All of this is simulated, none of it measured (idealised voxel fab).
This is a process module. Its name is voxel spacer lines.
Square cell edge 5 nm, section width 225 nm, ID cut.
Cross-section layout: square cells on a grid; listed as bands, top to bottom; a band spans one or more cell rows.
For a band, the entry starts with two heights in nm, that of the top and then that of the bottom, and carries on with the band's materials in order from left to right, each alongside its width in nm; the word "all across" beside a single material means it fills the band edge to edge, and "blank" means empty space.
All heights in this document are referenced to 0, defined as the level beneath which the wafer, as received, consists entirely of one material. The lowest band is not bounded below; it extends indefinitely downward and is written in the form "z 0 and below".
Width: "30->40" (first number = top row, second number = bottom row, same change from row to row of cells).
Take "nothing was modified" at face value: in the step it is given for, the cross-section changed in none of its cells.
"Sealed voids" means: voids of 8 cells or more that are shut off from the top with no open way through. Written width x height at distance, distance from the left edge, in nm.
It should be noted that, on the line of a given step, the content following the step's settings is a remark produced by the simulator itself with respect to that step.
overlay nm: where the mask lay relative to plan, measured to the right, on steps with a mask; negatives go left.

[The following list gives the planned process steps]
| 1 | RECEIVE | material Si |
| 2 | CONFORMAL_DEP | material Al2O3 | thk nm 5 |
| 3 | DIRECTIONAL_DEP | material W | thk nm 10 |
| 4 | DIRECTIONAL_DEP | material aC | thk nm 30 |
| 5 | PATTERN | tone cover | mask id MANDREL | material resist | width nm 25 | pitch nm 70 | thk nm 40 | overlay nm 0 |
| 6 | DIRECTIONAL_ETCH | etch materials aC | depth nm 30 |
| 7 | STRIP | etch materials resist |
| 8 | CONFORMAL_DEP | material SiO2 | thk nm 10 |
| 9 | DIRECTIONAL_ETCH | etch materials SiO2 | depth nm 10 |
| 10 | STRIP | etch materials aC |
| 11 | DIRECTIONAL_ETCH | etch materials W | depth nm 10 |
| 12 | STRIP | etch materials SiO2 |
| 13 | FILL_DEP | material SiO2 | thk nm 5 |
| 14 | CMP | height nm 15 |

[Wafer cross-section on receipt, i.e. after step 1]
- z 0 and below: Si all across
- Sealed voids: none

[The first of the two wafers as seen in cross-section once the module was finished; processing followed the plan]
- z 15 to 5: SiO2: 20  W: 10  SiO2: 25  W: 10  SiO2: 25  W: 10  SiO2: 25  W: 10  SiO2: 25  W: 10  SiO2: 25  W: 10  SiO2: 20
- z 5 to 0: Al2O3 all across
- z 0 and below: Si all across
- Sealed voids: none

[The second wafer, shown in cross-section after the module: started the same way as the first and given the same plan, yet one mistake crept into how it was run]
- z 15 to 5: SiO2: 25  W: 10  SiO2: 25  W: 10  SiO2: 25  W: 10  SiO2: 25  W: 10  SiO2: 25  W: 10  SiO2: 25  W: 10  SiO2: 15
- z 5 to 0: Al2O3 all across
- z 0 and below: Si all across
- Sealed voids: none
Here's what went sideways: rather than as planned, step 5 actually ran as PATTERN | tone cover | mask id MANDREL | material resist | width nm 25 | pitch nm 70 | thk nm 40 | overlay nm 5
Cell counts per material: same on both final wafers. Positions: different.
